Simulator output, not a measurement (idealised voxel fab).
The process module that follows is named voxel ribs on slabs.
In the cross-section labelled cut, the width is 195 nm and each square cell is 5 nm.
When this document writes out a cross-section, it uses a grid of square cells and lists it as bands, beginning at the top and moving down, with a band standing for one or more rows of cells. In this notation a band is specified by the heights of its top and bottom, in that order and in nm, after which its materials appear from left to right, each paired with its width in nm. The word "everywhere" attached to a single material means that material fills the band from edge to edge; the word "empty" stands for empty space. It should be noted that heights are counted from 0, beneath which the wafer as supplied is of one material throughout, and that the lowest band possesses no lower boundary but continues downward, as written in "0 down". So if you see something like "30..40" for the width, read it as the top row of the band sitting at the first number and the bottom row at the second, with every row in between moving by the same amount as the last. "changes: none" means the step left every cell of the cross-section as it was. Empty spaces counting at least 8 cells and having no open way to the top are listed in "Voids lacking openings". The notation width x height at distance is used for each, the distance being from the left edge and all three values in nm. Step line, after settings: the simulator's comment on this step. Each step line may optionally specify "overlay nm", which for a step with a mask gives the rightward distance between the mask's planned place and where it lay, a negative value indicating the leftward direction.
**plan**
1) RECEIVE: material Si
2) DIRECTIONAL_DEP: material SiO2, thk nm 25
3) DIRECTIONAL_DEP: material polySi, thk nm 15
4) DIRECTIONAL_DEP: material aC, thk nm 15
5) PATTERN: tone cover, mask id RIB, material resist, width nm 15, thk nm 35, overlay nm 0
6) DIRECTIONAL_ETCH: etch materials aC, depth nm 15
7) STRIP: etch materials resist
8) DIRECTIONAL_ETCH: etch materials polySi, depth nm 10
9) STRIP: etch materials aC
10) MASKED_ETCH: tone cover, mask id SLAB, width nm 45, etch materials polySi, depth nm 5, overlay nm 0
11) FILL_DEP: material SiO2, thk nm 20
12) CMP: height nm 50
13) DIRECTIONAL_DEP: material W, thk nm 5
14) PATTERN: tone cover, mask id HEATER, material resist, width nm 25, thk nm 15, overlay nm -15
15) DIRECTIONAL_ETCH: etch materials W, depth nm 5
16) STRIP: etch materials resist
17) CONFORMAL_DEP: material SiN, thk nm 5
For clarity, it should be stated that the wafers under discussion commence in an identical condition and differ with respect to the overlay nm of step 14, the plan indicating the value that the first wafer had.
**Step 1 complete: as-received cross-section of the first of several wafers**
> 0 down  Si everywhere
> Voids lacking openings: none
**each wafer at the end: cells of each material gained (+) or lost (-) since it was received, then its closed voids**
overlay nm -15 | +41 SiN | +375 SiO2 | +5 W | +15 polySi | Voids lacking openings: none
overlay nm -10 | +41 SiN | +375 SiO2 | +5 W | +15 polySi | Voids lacking openings: none
overlay nm -5 | +41 SiN | +375 SiO2 | +5 W | +15 polySi | Voids lacking openings: none
overlay nm 0 | +41 SiN | +375 SiO2 | +5 W | +15 polySi | Voids lacking openings: none
overlay nm 5 | +41 SiN | +375 SiO2 | +5 W | +15 polySi | Voids lacking openings: none
overlay nm 10 | +41 SiN | +375 SiO2 | +5 W | +15 polySi | Voids lacking openings: none
overlay nm 15 | +41 SiN | +375 SiO2 | +5 W | +15 polySi | Voids lacking openings: none
